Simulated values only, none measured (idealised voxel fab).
Process module in this document: voxel ribs on slabs
140 nm wide, 5 nm square cells: that's cross-section cut.
Cross-section spec: square-cell grid; bands listed top down; each band is one or more rows.
Each band's line starts with the height of the band's top and of its bottom, in nm. Then come its materials from left to right, each with its width in nm. One material with "edge to edge" fills the band from edge to edge. "air" is empty space.
Zero point of the height axis is 0; under it, received wafer = one material. Lowest band: continues down indefinitely, "from 0 down".
The width entry "30..40" should be interpreted row by row: the top row of cells in the band takes the first number, the bottom row takes the second number, and the change between adjacent rows is uniform throughout.
The cross-section has no changed cell in any step marked "left unchanged".
So "Entrapped void list" is basically the list of trapped voids: any empty space of 8 cells or more that can't reach the top through an opening. They're written width x height at distance, the distance being from the left edge, and it's all nm.
On a step's line, text after the settings is the simulator commenting on that step.
overlay nm: mask right of planned place by this much (step with mask). Neg. = left.

These are the steps we planned for the process:
1,RECEIVE (material Si)
2,DIRECTIONAL_DEP (material SiO2; thk nm 30)
3,DIRECTIONAL_DEP (material SiN; thk nm 15)
4,DIRECTIONAL_DEP (material aC; thk nm 10)
5,PATTERN (tone cover; mask id RIB; material resist; width nm 30; thk nm 30; overlay nm 0)
6,DIRECTIONAL_ETCH (etch materials aC; depth nm 10)
7,STRIP (etch materials resist)
8,DIRECTIONAL_ETCH (etch materials SiN; depth nm 5)
9,STRIP (etch materials aC)
10,MASKED_ETCH (tone cover; mask id SLAB; width nm 90; etch materials SiN; depth nm 10; overlay nm 0)
11,FILL_DEP (material SiO2; thk nm 30)
12,CMP (height nm 65)
13,DIRECTIONAL_DEP (material W; thk nm 10)
14,DIRECTIONAL_DEP (material aC; thk nm 10)
15,PATTERN (tone cover; mask id HEATER; material resist; width nm 40; thk nm 30; overlay nm 0)
16,DIRECTIONAL_ETCH (etch materials aC; depth nm 10)
17,STRIP (etch materials resist)
18,DIRECTIONAL_ETCH (etch materials W; depth nm 10)
19,STRIP (etch materials aC)
20,CONFORMAL_DEP (material SiN; thk nm 10)

Cross-sectional view of the wafer in its as-received condition, corresponding to the state after step 1:
* from 0 down = Si edge to edge
* Entrapped void list: none

This is how the wafer looks in cross-section once the module is done, given the starting state and plan above and one mistake in carrying the plan out:
* from 85 to 75 = 40 nm air, then 60 nm SiN, then 40 nm air
* from 75 to 65 = 50 nm SiN, then 40 nm W, then 50 nm SiN
* from 65 to 40 = SiO2 edge to edge
* from 40 to 35 = 25 nm SiN, then 90 nm SiO2, then 25 nm SiN
* from 35 to 30 = 25 nm SiN, then 30 nm SiO2, then 30 nm SiN, then 30 nm SiO2, then 25 nm SiN
* from 30 to 0 = SiO2 edge to edge
* from 0 down = Si edge to edge
* Entrapped void list: none
Nonconformance to the process plan: note that step 10 departed from the planned setting and was carried out as MASKED_ETCH (tone open; mask id SLAB; width nm 90; etch materials SiN; depth nm 10; overlay nm 0)
